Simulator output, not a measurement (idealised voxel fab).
Process module name: voxel fin reveal
In the cross-section labelled cut, the width is 275 nm and each square cell is 5 nm.
Throughout this document, each cross-section is represented as a grid of square cells and is presented as a sequence of bands enumerated from the top downward, where a band comprises one or more rows of cells.
Basically the band line says how high the top is and how high the bottom is, in nm, and then what's in it from left to right, every material with its width in nm. Empty space shows up as "blank", and if a single material carries "throughout" it runs the full band edge to edge.
Convention: height 0 is the level below which the wafer, as received, is all one material. The lowest band does not terminate at the bottom but continues downward, represented as "0 and below".
It should be noted that a width expressed as "30->40" varies in equal increments from row to row of cells within the band, taking the value of the first number at the top row and that of the second number at the bottom row.
"no modification" -> step changed no cross-section cell.
"Cavities, closed" - sealed voids, min. 8 cells, no opening to top; format: width x height at distance (distance from left edge; nm throughout).
Note: text after step settings on the step line = simulator remark on that step.
overlay nm: how far to the right of its planned place the mask lay on this masked step (negative: to the left).
## Steps in the process plan
step 1: RECEIVE (material Si)
step 2: CONFORMAL_DEP (material SiN; thk nm 5)
step 3: MASKED_ETCH (tone cover; mask id FINS; width nm 15; pitch nm 40; etch materials SiN; depth nm 5; overlay nm 0)
step 4: MASKED_ETCH (tone cover; mask id FINS; width nm 15; pitch nm 40; etch materials Si; depth nm 30; overlay nm 0)
step 5: FILL_DEP (material SiO2; thk nm 15)
step 6: CMP (height nm 5)
step 7: SELECTIVE_ETCH (etch materials SiO2; depth nm 25)
step 8: STRIP (etch materials SiN)
step 9: CONFORMAL_DEP (material SiO2; thk nm 5)
## So this is the incoming wafer in cross-section - it's already been through step 1
* 0 and below | Si throughout
* Cavities, closed: none
## Cross-section, end of module. Start: as above. Plan: as above. Execution: one mistake
* 5 down to 0 | blank: 105 / SiO2: 25 / blank: 15 / SiO2: 25 / blank: 105
* 0 down to -15 | blank: 105 / SiO2: 5 / Si: 15 / SiO2: 5 / blank: 15 / SiO2: 5 / Si: 15 / SiO2: 5 / blank: 105
* -15 down to -20 | SiO2: 90 / blank: 15 / SiO2: 5 / Si: 15 / SiO2: 5 / blank: 15 / SiO2: 5 / Si: 15 / SiO2: 5 / blank: 15 / SiO2: 90
* -20 down to -30 | SiO2: 110 / Si: 15 / SiO2: 25 / Si: 15 / SiO2: 110
* -30 and below | Si throughout
* Cavities, closed: none
what went wrong: steps 7 and 8 were swapped
